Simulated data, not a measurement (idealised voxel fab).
process module | voxel transistor to metal
cross-section cut | 205 nm wide | cells 5 nm
A cross-section is a grid of square cells, given in bands from the top down. A band is one or more rows of cells.
Each band's line starts with the height of the band's top and of its bottom, in nm. Then come its materials from left to right, each with its width in nm. One material with "throughout" fills the band from edge to edge. "air" is empty space.
Height 0 is the level under which the wafer as received is all one material. The lowest band goes on downwards, as in "0 down".
A width such as "30 to 40" changes by the same amount from each row of cells to the next, from the band's top row to its bottom row.
"no change" after a step means that no cell of the cross-section changed.
closed voids: empty space of 8 cells or more with no open way to the top, each as width x height at its distance from the left edge, in nm
after a step's settings: what the simulator itself notes on the step
overlay nm, on a step with a mask: how far to the right of its planned place the mask lay; to the left if negative
plan
1 op RECEIVE | material Si
2 op OXIDIZE | depth nm 5
3 op CONFORMAL_DEP | material SiN | thk nm 15
4 op DIRECTIONAL_DEP | material aC | thk nm 10
5 op PATTERN | tone cover | mask id ACTIVE | material resist | width nm 105 | thk nm 30 | overlay nm 0
6 op DIRECTIONAL_ETCH | etch materials aC | depth nm 10
7 op STRIP | etch materials resist
8 op DIRECTIONAL_ETCH | etch materials SiN | depth nm 15
9 op DIRECTIONAL_ETCH | etch materials SiO2 | depth nm 5
10 op DIRECTIONAL_ETCH | etch materials Si | depth nm 35
11 op STRIP | etch materials aC
12 op FILL_DEP | material SiO2 | thk nm 15
13 op CMP | height nm 15
14 op SELECTIVE_ETCH | etch materials SiO2 | depth nm 5
15 op STRIP | etch materials SiN
16 op SELECTIVE_ETCH | etch materials SiO2 | depth nm 5
17 op OXIDIZE | depth nm 5
18 op DIRECTIONAL_DEP | material polySi | thk nm 25
19 op DIRECTIONAL_DEP | material SiCN | thk nm 15
20 op MASKED_ETCH | tone cover | mask id GATE | width nm 25 | etch materials SiCN | depth nm 25 | overlay nm 0
21 op MASKED_ETCH | tone cover | mask id GATE | width nm 25 | etch materials polySi | depth nm 35 | overlay nm 0
22 op CONFORMAL_DEP | material SiN | thk nm 5
23 op DIRECTIONAL_ETCH | etch materials SiN | depth nm 5
24 op DIRECTIONAL_ETCH | etch materials SiO2 | depth nm 5
25 op EPI | material SiGe | thk nm 5
26 op FILL_DEP | material SiO2 | thk nm 5
27 op CMP | height nm 35
28 op DIRECTIONAL_DEP | material SiO2 | thk nm 10
29 op MASKED_ETCH | tone open | mask id CONTACT | width nm 30 | pitch nm 65 | etch materials SiO2 | depth nm 50 | overlay nm 0
30 op CONFORMAL_DEP | material TiN | thk nm 5
31 op FILL_DEP | material W | thk nm 5
32 op CMP | height nm 45
33 op DIRECTIONAL_DEP | material TiN | thk nm 5
34 op DIRECTIONAL_DEP | material W | thk nm 25
35 op MASKED_ETCH | tone cover | mask id METAL_1 | width nm 15 | pitch nm 80 | etch materials W | depth nm 25 | overlay nm 0
36 op MASKED_ETCH | tone cover | mask id METAL_1 | width nm 15 | pitch nm 80 | etch materials TiN | depth nm 5 | overlay nm 0
37 op FILL_DEP | material lowk | thk nm 5
38 op CMP | height nm 75
39 op CONFORMAL_DEP | material SiCN | thk nm 5
40 op DIRECTIONAL_DEP | material lowk | thk nm 25
41 op DIRECTIONAL_DEP | material aC | thk nm 15
42 op PATTERN | tone open | mask id METAL_2 | material resist | width nm 15 | pitch nm 80 | thk nm 30 | overlay nm 0
43 op DIRECTIONAL_ETCH | etch materials aC | depth nm 15
44 op STRIP | etch materials resist
45 op DIRECTIONAL_ETCH | etch materials lowk | depth nm 15
46 op STRIP | etch materials aC
47 op DIRECTIONAL_DEP | material aC | thk nm 10
48 op PATTERN | tone open | mask id METAL_2_HOLES | material resist | width nm 15 | pitch nm 80 | thk nm 30 | overlay nm 0
49 op DIRECTIONAL_ETCH | etch materials aC | depth nm 10
50 op STRIP | etch materials resist
51 op DIRECTIONAL_ETCH | etch materials lowk | depth nm 10
52 op DIRECTIONAL_ETCH | etch materials SiCN | depth nm 5
53 op STRIP | etch materials aC
54 op CONFORMAL_DEP | material TiN | thk nm 5
55 op FILL_DEP | material Cu | thk nm 5
56 op CMP | height nm 105
57 op CONFORMAL_DEP | material SiCN | thk nm 5
varied across the wafers: width nm of step 48. The plan shows the first wafer's value. All wafers start alike
first wafer as received, after step 1
  0 down: Si throughout
  closed voids: none
first wafer at the end, after step 57
  110 to 105: SiCN throughout
  105 to 80: lowk 55 | TiN 5 | Cu 5 | TiN 5 | lowk 65 | TiN 5 | Cu 5 | TiN 5 | lowk 55
  80 to 75: SiCN 55 | TiN 15 | SiCN 65 | TiN 15 | SiCN 55
  75 to 50: lowk 55 | W 15 | lowk 65 | W 15 | lowk 55
  50 to 45: lowk 55 | TiN 15 | lowk 65 | TiN 15 | lowk 55
  45 to 35: SiO2 55 | TiN 5 | W 20 | TiN 5 | SiO2 35 | TiN 5 | W 20 | TiN 5 | SiO2 55
  35 to 20: SiO2 55 | TiN 5 | W 20 | TiN 5 | SiN 5 | SiCN 25 | SiN 5 | TiN 5 | W 20 | TiN 5 | SiO2 55
  20 to 5: SiO2 55 | TiN 5 | W 20 | TiN 5 | SiN 5 | polySi 25 | SiN 5 | TiN 5 | W 20 | TiN 5 | SiO2 55
  5 to 0: SiO2 45 | SiN 5 | SiO2 5 | TiN 5 | W 20 | TiN 5 | SiN 5 | polySi 25 | SiN 5 | TiN 5 | W 20 | TiN 5 | SiO2 5 | SiN 5 | SiO2 45
  0 to -5: SiO2 45 | SiN 5 | SiO2 5 | TiN 30 | SiN 5 | polySi 25 | SiN 5 | TiN 30 | SiO2 5 | SiN 5 | SiO2 45
  -5 to -10: SiO2 50 | SiGe 35 | SiO2 35 | SiGe 35 | SiO2 50
  -10 to -40: SiO2 50 | Si 105 | SiO2 50
  -40 down: Si throughout
  closed voids: none
last wafer at the end
  110 to 105: SiCN throughout
  105 to 95: lowk 50 | TiN 5 to 10 | Cu 20 to 5 | TiN 5 to 15 | lowk 50 | TiN 5 to 10 | Cu 20 to 5 | TiN 5 to 15 | lowk 45
  95 to 80: lowk 55 | TiN 5 | Cu 5 | TiN 5 | lowk 65 | TiN 5 | Cu 5 | TiN 5 | lowk 55
  80 to 75: SiCN 55 | TiN 15 | SiCN 65 | TiN 15 | SiCN 55
  75 to 50: lowk 55 | W 15 | lowk 65 | W 15 | lowk 55
  50 to 45: lowk 55 | TiN 15 | lowk 65 | TiN 15 | lowk 55
  45 to 35: SiO2 55 | TiN 5 | W 20 | TiN 5 | SiO2 35 | TiN 5 | W 20 | TiN 5 | SiO2 55
  35 to 20: SiO2 55 | TiN 5 | W 20 | TiN 5 | SiN 5 | SiCN 25 | SiN 5 | TiN 5 | W 20 | TiN 5 | SiO2 55
  20 to 5: SiO2 55 | TiN 5 | W 20 | TiN 5 | SiN 5 | polySi 25 | SiN 5 | TiN 5 | W 20 | TiN 5 | SiO2 55
  5 to 0: SiO2 45 | SiN 5 | SiO2 5 | TiN 5 | W 20 | TiN 5 | SiN 5 | polySi 25 | SiN 5 | TiN 5 | W 20 | TiN 5 | SiO2 5 | SiN 5 | SiO2 45
  0 to -5: SiO2 45 | SiN 5 | SiO2 5 | TiN 30 | SiN 5 | polySi 25 | SiN 5 | TiN 30 | SiO2 5 | SiN 5 | SiO2 45
  -5 to -10: SiO2 50 | SiGe 35 | SiO2 35 | SiGe 35 | SiO2 50
  -10 to -40: SiO2 50 | Si 105 | SiO2 50
  -40 down: Si throughout
  closed voids: none
each wafer at the end: cells of each material gained (+) or lost (-) since it was received, then its closed voids
width nm 15 | +10 Cu | -202 Si | +91 SiCN | +14 SiGe | +20 SiN | +377 SiO2 | +80 TiN | +102 W | +385 lowk | +25 polySi | closed voids: none
width nm 20 | +12 Cu | -202 Si | +91 SiCN | +14 SiGe | +20 SiN | +377 SiO2 | +82 TiN | +102 W | +381 lowk | +25 polySi | closed voids: none
width nm 25 | +14 Cu | -202 Si | +91 SiCN | +14 SiGe | +20 SiN | +377 SiO2 | +84 TiN | +102 W | +377 lowk | +25 polySi | closed voids: none
width nm 30 | +16 Cu | -202 Si | +91 SiCN | +14 SiGe | +20 SiN | +377 SiO2 | +86 TiN | +102 W | +373 lowk | +25 polySi | closed voids: none
